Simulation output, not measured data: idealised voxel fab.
Title: Process Module voxel tone inversion
cross-section cut | 230 nm wide | cells 5 nm
A cross-section is written here as square cells arranged in a grid, and it is given in bands from the top down, each band taking up one or more rows of cells. Heads up on the band format: heights come first, top then bottom, in nm. After that it's the materials left to right, each with its width in nm. A single material flagged "all across" fills the whole band edge to edge, and "air" means there's empty space there. Below 0: as-received wafer, all one material; heights counted from there. Lowest band: no bottom, goes on down, written "from 0 down". With a width like "30->40", each row of cells in the band differs from the next by the same amount, the top row carrying the first number and the bottom row the second. What does "nothing was modified" mean for a step? It means no cell of the cross-section changed in that step. Closed empty spaces (no open way to the top) of 8 cells or more are what "Closed-off voids" lists, each as width x height at distance from the left edge, nm for all three. Heads up: the bit after the settings on a step's line is the simulator's remark on that step. overlay nm: right-of-plan distance of the mask on a masked step; negative values mean left-of-plan.

### Steps planned for the process
1 RECEIVE: material Si
2 CONFORMAL_DEP: material SiCN, thk nm 5
3 DIRECTIONAL_DEP: material polySi, thk nm 25
4 PATTERN: tone cover, mask id POSTS, material resist, width nm 25, pitch nm 50, thk nm 35, overlay nm 0
5 DIRECTIONAL_ETCH: etch materials polySi, depth nm 25
6 STRIP: etch materials resist
7 FILL_DEP: material lowk, thk nm 5
8 CMP: height nm 30
9 STRIP: etch materials polySi

### Shown in cross-section is the wafer as received, that is, as it stands after step 1
from 0 down  Si all across
Closed-off voids: none

### First of two wafers, end-of-module section, run followed plan
from 30 to 5  lowk 50 / air 25 / lowk 25 / air 25 / lowk 25 / air 25 / lowk 55
from 5 to 0  SiCN all across
from 0 down  Si all across
Closed-off voids: none

### Presented here is a cross-section of the second of the two wafers as it stood at the end of the module. It was started in the same manner and assigned the same plan as the first wafer; however, one mistake was made in its execution
from 30 to 5  lowk 50 / air 25 / lowk 25 / air 25 / lowk 25 / air 25 / lowk 55
from 5 to 0  lowk all across
from 0 down  Si all across
Closed-off voids: none
Diagnosis: step 2 did not use the planned setting and instead ran as CONFORMAL_DEP: material lowk, thk nm 5
End of process, cell counts, second wafer against first, materials with more or fewer: SiCN -46 | lowk +46
